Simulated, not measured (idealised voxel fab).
Proc. module: voxel ribs on slabs
The width of the displayed cross-section, cut, is 260 nm; its cells are square, with a size of 5 nm.
Reading order for cross-sections: top band down to bottom band. Underlying form: a grid of square cells. Band size: one or more rows of cells.
In this notation a band is specified by the heights of its top and bottom, in that order and in nm, after which its materials appear from left to right, each paired with its width in nm. The word "everywhere" attached to a single material means that material fills the band from edge to edge; the word "empty" stands for empty space.
The level at which height equals 0 is the one under which the wafer, as it arrives, is entirely one material. No lower edge exists for the bottom band, which continues downward and is notated as in "0 down".
You'd read "30 to 40" like this: the band's top row of cells is as wide as the first number, its bottom row is as wide as the second, and going down, every row changes width by the same amount as the row before did.
You'll sometimes find "no change occurred" written for a step, and that's the way of saying that nowhere in the cross-section did a cell change during that step.
If an empty space has no open way to the top and is at least 8 cells in size, "Enclosed voids" lists it, written width x height at distance, where distance is measured from the left edge and every value is in nm.
On each step's line, the part that comes after the settings is the simulator's own comment on the step.
overlay nm: step with mask; distance mask lay right of planned place; negative value = left of planned place.

[These are the steps we planned for the process]
step 1: RECEIVE | material Si
step 2: DIRECTIONAL_DEP | material SiO2 | thk nm 20
step 3: DIRECTIONAL_DEP | material polySi | thk nm 15
step 4: DIRECTIONAL_DEP | material aC | thk nm 15
step 5: PATTERN | tone cover | mask id RIB | material resist | width nm 20 | thk nm 30 | overlay nm 0
step 6: DIRECTIONAL_ETCH | etch materials aC | depth nm 15
step 7: STRIP | etch materials resist
step 8: DIRECTIONAL_ETCH | etch materials polySi | depth nm 5
step 9: STRIP | etch materials aC
step 10: DIRECTIONAL_DEP | material aC | thk nm 15
step 11: PATTERN | tone cover | mask id SLAB | material resist | width nm 60 | thk nm 30 | overlay nm 0
step 12: DIRECTIONAL_ETCH | etch materials aC | depth nm 15
step 13: STRIP | etch materials resist
step 14: DIRECTIONAL_ETCH | etch materials polySi | depth nm 10
step 15: STRIP | etch materials aC
step 16: FILL_DEP | material SiO2 | thk nm 25
step 17: CMP | height nm 55
step 18: DIRECTIONAL_DEP | material W | thk nm 10
step 19: MASKED_ETCH | tone cover | mask id HEATER | width nm 30 | etch materials W | depth nm 10 | overlay nm 0
step 20: CONFORMAL_DEP | material SiO2 | thk nm 5
Wafer-to-wafer difference: depth nm, step 8. Common start. Plan = first wafer's value.

[Sectional view: first of several wafers, as received, after step 1]
	0 down = Si everywhere
	Enclosed voids: none

[Shown in cross-section: the first of several wafers at the end of the module, after its last step, step 20]
	70 to 65 = 110 nm empty, then 40 nm SiO2, then 110 nm empty
	65 to 60 = 110 nm empty, then 5 nm SiO2, then 30 nm W, then 5 nm SiO2, then 110 nm empty
	60 to 55 = 115 nm SiO2, then 30 nm W, then 115 nm SiO2
	55 to 35 = SiO2 everywhere
	35 to 30 = 120 nm SiO2, then 20 nm polySi, then 120 nm SiO2
	30 to 20 = 100 nm SiO2, then 60 nm polySi, then 100 nm SiO2
	20 to 0 = SiO2 everywhere
	0 down = Si everywhere
	Enclosed voids: none

[Cross-section, last wafer, module completion]
	70 to 65 = 110 nm empty, then 40 nm SiO2, then 110 nm empty
	65 to 60 = 110 nm empty, then 5 nm SiO2, then 30 nm W, then 5 nm SiO2, then 110 nm empty
	60 to 55 = 115 nm SiO2, then 30 nm W, then 115 nm SiO2
	55 to 35 = SiO2 everywhere
	35 to 20 = 120 nm SiO2, then 20 nm polySi, then 120 nm SiO2
	20 to 0 = SiO2 everywhere
	0 down = Si everywhere
	Enclosed voids: none

[So in this table every wafer gets its own row, and what you see is where it stands at the end of the module: for each material, how many cells it picked up (+) or gave up (-) since we received it, and after that its closed voids]
depth nm 5 | +600 SiO2 | +12 W | +28 polySi | Enclosed voids: none
depth nm 10 | +608 SiO2 | +12 W | +20 polySi | Enclosed voids: none
depth nm 15 | +616 SiO2 | +12 W | +12 polySi | Enclosed voids: none
depth nm 20 | +616 SiO2 | +12 W | +12 polySi | Enclosed voids: none
